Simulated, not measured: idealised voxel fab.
process module | voxel ribs on slabs
cross-section cut | 270 nm wide | cells 5 nm
A cross-section is a grid of square cells, given in bands from the top down. A band is one or more rows of cells.
Each band's line starts with the height of the band's top and of its bottom, in nm. Then come its materials from left to right, each with its width in nm. One material with "throughout" fills the band from edge to edge. "air" is empty space.
Height 0 is the level under which the wafer as received is all one material. The lowest band goes on downwards, as in "0 down".
A width such as "30 to 40" changes by the same amount from each row of cells to the next, from the band's top row to its bottom row.
"no change" after a step means that no cell of the cross-section changed.
closed voids: empty space of 8 cells or more with no open way to the top, each as width x height at its distance from the left edge, in nm
after a step's settings: what the simulator itself notes on the step
overlay nm, on a step with a mask: how far to the right of its planned place the mask lay; to the left if negative
plan
1 op RECEIVE | material Si
2 op DIRECTIONAL_DEP | material SiO2 | thk nm 25
3 op DIRECTIONAL_DEP | material SiN | thk nm 20
4 op PATTERN | tone cover | mask id RIB | material resist | width nm 30 | thk nm 15 | overlay nm 0
5 op DIRECTIONAL_ETCH | etch materials SiN | depth nm 15
6 op STRIP | etch materials resist
7 op MASKED_ETCH | tone cover | mask id SLAB | width nm 80 | etch materials SiN | depth nm 5 | overlay nm 0
8 op FILL_DEP | material SiO2 | thk nm 25
9 op CMP | height nm 65
10 op DIRECTIONAL_DEP | material TiN | thk nm 5
11 op DIRECTIONAL_DEP | material aC | thk nm 15
12 op PATTERN | tone cover | mask id HEATER | material resist | width nm 40 | thk nm 35 | overlay nm 0
13 op DIRECTIONAL_ETCH | etch materials aC | depth nm 15
14 op STRIP | etch materials resist
15 op DIRECTIONAL_ETCH | etch materials TiN | depth nm 5
16 op STRIP | etch materials aC
17 op CONFORMAL_DEP | material SiO2 | thk nm 10
first wafer, as planned
as received, after step 1
  0 down: Si throughout
  closed voids: none
after step 2
  25 to 0: SiO2 throughout
  below 0: unchanged
after step 3
  45 to 25: SiN throughout
  below 25: unchanged
after step 4
  60 to 45: air 120 | resist 30 | air 120
  below 45: unchanged
after step 5
  60 to 45: air 120 | resist 30 | air 120
  45 to 30: air 120 | SiN 30 | air 120
  below 30: unchanged
after step 6
  45 to 30: air 120 | SiN 30 | air 120
  below 30: unchanged
after step 7
  45 to 30: air 120 | SiN 30 | air 120
  30 to 25: air 95 | SiN 80 | air 95
  below 25: unchanged
after step 8
  70 to 45: SiO2 throughout
  45 to 30: SiO2 120 | SiN 30 | SiO2 120
  30 to 25: SiO2 95 | SiN 80 | SiO2 95
  below 25: unchanged
after step 9
  65 to 45: SiO2 throughout
  below 45: unchanged
after step 10
  70 to 65: TiN throughout
  below 65: unchanged
after step 11
  85 to 70: aC throughout
  below 70: unchanged
after step 12
  120 to 85: air 115 | resist 40 | air 115
  below 85: unchanged
after step 13
  105 to 85: air 115 | resist 40 | air 115
  85 to 70: air 115 | aC 40 | air 115
  below 70: unchanged
after step 14
  85 to 70: air 115 | aC 40 | air 115
  below 70: unchanged
after step 15
  85 to 70: air 115 | aC 40 | air 115
  70 to 65: air 115 | TiN 40 | air 115
  below 65: unchanged
after step 16
  70 to 65: air 115 | TiN 40 | air 115
  below 65: unchanged
after step 17
  80 to 75: air 105 | SiO2 60 | air 105
  75 to 70: SiO2 throughout
  70 to 65: SiO2 115 | TiN 40 | SiO2 115
  below 65: unchanged
second wafer: like start, like plan, one mistake. Through step 4 it matches the first wafer
when step 5 should have ended
  60 to 45: air 120 | resist 30 | air 120
  45 to 40: air 120 | SiN 30 | air 120
  below 40: unchanged
when step 6 should have ended
  45 to 40: air 120 | SiN 30 | air 120
  below 40: unchanged
when step 7 should have ended
  45 to 35: air 120 to 95 | SiN 30 to 80 | air 120 to 95
  below 35: unchanged
when step 8 should have ended
  70 to 45: SiO2 throughout
  45 to 35: SiO2 120 to 95 | SiN 30 to 80 | SiO2 120 to 95
  below 35: unchanged
when step 9 should have ended
  65 to 45: SiO2 throughout
  below 45: unchanged
when step 10 should have ended
  70 to 65: TiN throughout
  below 65: unchanged
when step 11 should have ended
  85 to 70: aC throughout
  below 70: unchanged
when step 12 should have ended
  120 to 85: air 115 | resist 40 | air 115
  below 85: unchanged
when step 13 should have ended
  105 to 85: air 115 | resist 40 | air 115
  85 to 70: air 115 | aC 40 | air 115
  below 70: unchanged
when step 14 should have ended
  85 to 70: air 115 | aC 40 | air 115
  below 70: unchanged
when step 15 should have ended
  85 to 70: air 115 | aC 40 | air 115
  70 to 65: air 115 | TiN 40 | air 115
  below 65: unchanged
when step 16 should have ended
  70 to 65: air 115 | TiN 40 | air 115
  below 65: unchanged
when step 17 should have ended
  80 to 75: air 105 | SiO2 60 | air 105
  75 to 70: SiO2 throughout
  70 to 65: SiO2 115 | TiN 40 | SiO2 115
  below 65: unchanged
what went wrong: step 5 ran as: op DIRECTIONAL_ETCH | etch materials SiN | depth nm 5
at the end the second wafer has, in cells: 96 more of SiN | 96 fewer of SiO2
